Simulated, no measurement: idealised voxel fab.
The document below concerns the process module designated voxel transistor to metal.
190 nm wide, 5 nm square cells: that's cross-section cut.
This document writes a cross-section as a grid whose cells are square, and gives it as bands, listed from the top down; one or more rows of cells form a band.
Heads up on the band format: heights come first, top then bottom, in nm. After that it's the materials left to right, each with its width in nm. A single material flagged "throughout" fills the whole band edge to edge, and "blank" means there's empty space there.
Height 0 is the level under which the wafer as received is all one material. The lowest band goes on downwards, as in "z 0 and below".
Width spec "30 to 40" -> top row of cells at first value, bottom row at second value, equal per-row change in between.
Any step labelled "remains unaltered" changed none of the cells in the cross-section.
What "Fully sealed voids" gives you is every empty space of 8 cells or more that is cut off from the top. Each appears as width x height at distance, with the distance taken from the left edge and width, height and distance all in nm.
On each step's line, the part that comes after the settings is the simulator's own comment on the step.
If you see "overlay nm" on a step's line and that step has a mask, it's telling you how far right of where it was planned the mask ended up; a negative number means it went left instead.

Planned process steps:
1 RECEIVE with material Si
2 CONFORMAL_DEP with material SiO2, thk nm 5
3 CONFORMAL_DEP with material SiN, thk nm 15
4 MASKED_ETCH with tone cover, mask id ACTIVE, width nm 115, etch materials SiN, depth nm 15, overlay nm 0
5 MASKED_ETCH with tone cover, mask id ACTIVE, width nm 115, etch materials SiO2, depth nm 5, overlay nm 0
6 MASKED_ETCH with tone cover, mask id ACTIVE, width nm 115, etch materials Si, depth nm 20, overlay nm 0
7 FILL_DEP with material SiO2, thk nm 5
8 CMP with height nm 20
9 SELECTIVE_ETCH with etch materials SiO2, depth nm 10
10 STRIP with etch materials SiN
11 SELECTIVE_ETCH with etch materials SiO2, depth nm 5
12 OXIDIZE with depth nm 5
13 DIRECTIONAL_DEP with material polySi, thk nm 30
14 DIRECTIONAL_DEP with material SiCN, thk nm 15
15 DIRECTIONAL_DEP with material aC, thk nm 10
16 PATTERN with tone cover, mask id GATE, material resist, width nm 25, thk nm 25, overlay nm 0
17 DIRECTIONAL_ETCH with etch materials aC, depth nm 10
18 STRIP with etch materials resist
19 DIRECTIONAL_ETCH with etch materials SiCN, depth nm 25
20 DIRECTIONAL_ETCH with etch materials polySi, depth nm 40
21 STRIP with etch materials aC
22 CONFORMAL_DEP with material SiN, thk nm 5
23 DIRECTIONAL_ETCH with etch materials SiN, depth nm 5
24 DIRECTIONAL_ETCH with etch materials SiO2, depth nm 5
25 DIRECTIONAL_ETCH with etch materials Si, depth nm 5
26 EPI with material nSi, thk nm 5
27 FILL_DEP with material SiO2, thk nm 5
28 CMP with height nm 30
29 STRIP with etch materials polySi
30 SELECTIVE_ETCH with etch materials SiO2, depth nm 5
31 CONFORMAL_DEP with material HfO2, thk nm 5
32 CONFORMAL_DEP with material TiN, thk nm 5
33 FILL_DEP with material W, thk nm 5
34 CMP with height nm 25
35 DIRECTIONAL_DEP with material SiO2, thk nm 10
36 DIRECTIONAL_DEP with material aC, thk nm 15
37 PATTERN with tone open, mask id CONTACT, material resist, width nm 20, pitch nm 85, thk nm 35, overlay nm 0
38 DIRECTIONAL_ETCH with etch materials aC, depth nm 15
39 STRIP with etch materials resist
40 DIRECTIONAL_ETCH with etch materials SiO2, depth nm 40
41 STRIP with etch materials aC
42 CONFORMAL_DEP with material TiN, thk nm 5
43 FILL_DEP with material W, thk nm 5
44 CMP with height nm 35
45 DIRECTIONAL_DEP with material TiN, thk nm 5
46 DIRECTIONAL_DEP with material Ru, thk nm 25
47 PATTERN with tone cover, mask id METAL_1, material resist, width nm 20, pitch nm 85, thk nm 20, overlay nm 0
48 DIRECTIONAL_ETCH with etch materials Ru, depth nm 25
49 DIRECTIONAL_ETCH with etch materials TiN, depth nm 5
50 STRIP with etch materials resist
51 FILL_DEP with material lowk, thk nm 5
52 CMP with height nm 65
53 CONFORMAL_DEP with material SiCN, thk nm 5
54 DIRECTIONAL_DEP with material SiO2, thk nm 30
55 DIRECTIONAL_DEP with material aC, thk nm 15
56 PATTERN with tone open, mask id METAL_2, material resist, width nm 20, pitch nm 85, thk nm 30, overlay nm 0
57 DIRECTIONAL_ETCH with etch materials aC, depth nm 15
58 STRIP with etch materials resist
59 DIRECTIONAL_ETCH with etch materials SiO2, depth nm 15
60 STRIP with etch materials aC
61 DIRECTIONAL_DEP with material aC, thk nm 15
62 PATTERN with tone open, mask id METAL_2_HOLES, material resist, width nm 15, pitch nm 85, thk nm 35, overlay nm 0
63 DIRECTIONAL_ETCH with etch materials aC, depth nm 15
64 STRIP with etch materials resist
65 DIRECTIONAL_ETCH with etch materials SiO2, depth nm 15
66 DIRECTIONAL_ETCH with etch materials SiCN, depth nm 5
67 STRIP with etch materials aC
68 CONFORMAL_DEP with material TiN, thk nm 5
69 FILL_DEP with material Cu, thk nm 5
70 CMP with height nm 100
71 CONFORMAL_DEP with material SiCN, thk nm 5

Wafer at receipt (post step 1), cross-section:
> z 0 and below | Si throughout
> Fully sealed voids: none

Cross-section at module end, one run error; start and plan unchanged from above:
> z 105 to 100 | SiCN throughout
> z 100 to 75 | SiO2: 40, then TiN: 5, then Cu: 10, then TiN: 5, then SiO2: 65, then TiN: 5, then Cu: 10, then TiN: 5, then SiO2: 45
> z 75 to 70 | SiO2: 40, then TiN: 5, then Cu: 5, then TiN: 10, then SiO2: 65, then TiN: 5, then Cu: 5, then TiN: 10, then SiO2: 45
> z 70 to 65 | SiCN: 40, then TiN: 15, then SiCN: 70, then TiN: 15, then SiCN: 50
> z 65 to 40 | lowk: 40, then Ru: 20, then lowk: 65, then Ru: 20, then lowk: 45
> z 40 to 35 | lowk: 40, then TiN: 20, then lowk: 65, then TiN: 20, then lowk: 45
> z 35 to 25 | SiO2: 40, then TiN: 5, then W: 10, then TiN: 5, then SiO2: 65, then TiN: 5, then W: 10, then TiN: 5, then SiO2: 45
> z 25 to 5 | SiO2: 40, then TiN: 5, then W: 10, then TiN: 5, then SiO2: 15, then SiN: 5, then HfO2: 5, then TiN: 5, then W: 5, then TiN: 5, then HfO2: 5, then SiN: 5, then SiO2: 15, then TiN: 5, then W: 10, then TiN: 5, then SiO2: 45
> z 5 to 0 | SiO2: 30, then SiN: 5, then SiO2: 5, then TiN: 5, then W: 10, then TiN: 5, then SiO2: 15, then SiN: 5, then HfO2: 5, then TiN: 15, then HfO2: 5, then SiN: 5, then SiO2: 15, then TiN: 5, then W: 10, then TiN: 5, then SiO2: 5, then SiN: 5, then SiO2: 35
> z 0 to -5 | SiO2: 40, then TiN: 20, then SiO2: 10, then nSi: 5, then HfO2: 35, then nSi: 5, then SiO2: 10, then TiN: 20, then SiO2: 45
> z -5 to -10 | SiO2: 35, then nSi: 40, then Si: 35, then nSi: 40, then SiO2: 40
> z -10 to -20 | SiO2: 35, then Si: 115, then SiO2: 40
> z -20 and below | Si throughout
> Fully sealed voids: none
Processing error: step 59 of the plan was carried out twice
